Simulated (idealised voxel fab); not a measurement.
process module | voxel tone inversion
cross-section cut | 175 nm wide | cells 5 nm
A cross-section is a grid of square cells, given in bands from the top down. A band is one or more rows of cells.
Each band's line starts with the height of the band's top and of its bottom, in nm. Then come its materials from left to right, each with its width in nm. One material with "throughout" fills the band from edge to edge. "air" is empty space.
Height 0 is the level under which the wafer as received is all one material. The lowest band goes on downwards, as in "0 down".
A width such as "30 to 40" changes by the same amount from each row of cells to the next, from the band's top row to its bottom row.
"no change" after a step means that no cell of the cross-section changed.
closed voids: empty space of 8 cells or more with no open way to the top, each as width x height at its distance from the left edge, in nm
after a step's settings: what the simulator itself notes on the step
overlay nm, on a step with a mask: how far to the right of its planned place the mask lay; to the left if negative
plan
1 op RECEIVE | material Si
2 op CONFORMAL_DEP | material SiCN | thk nm 10
3 op DIRECTIONAL_DEP | material polySi | thk nm 25
4 op PATTERN | tone cover | mask id POSTS | material resist | width nm 25 | pitch nm 45 | thk nm 30 | overlay nm -15
5 op DIRECTIONAL_ETCH | etch materials polySi | depth nm 25
6 op STRIP | etch materials resist
7 op FILL_DEP | material lowk | thk nm 5
8 op CMP | height nm 35
9 op STRIP | etch materials polySi
varied across the wafers: overlay nm of step 4. The plan shows the first wafer's value. All wafers start alike
first wafer as received, after step 1
  0 down: Si throughout
  closed voids: none
each wafer at the end: cells of each material gained (+) or lost (-) since it was received, then its closed voids
overlay nm -15 | +70 SiCN | +100 lowk | closed voids: none
overlay nm -10 | +70 SiCN | +100 lowk | closed voids: none
overlay nm -5 | +70 SiCN | +100 lowk | closed voids: none
overlay nm 0 | +70 SiCN | +100 lowk | closed voids: none
overlay nm 5 | +70 SiCN | +100 lowk | closed voids: none
overlay nm 10 | +70 SiCN | +100 lowk | closed voids: none
overlay nm 15 | +70 SiCN | +100 lowk | closed voids: none
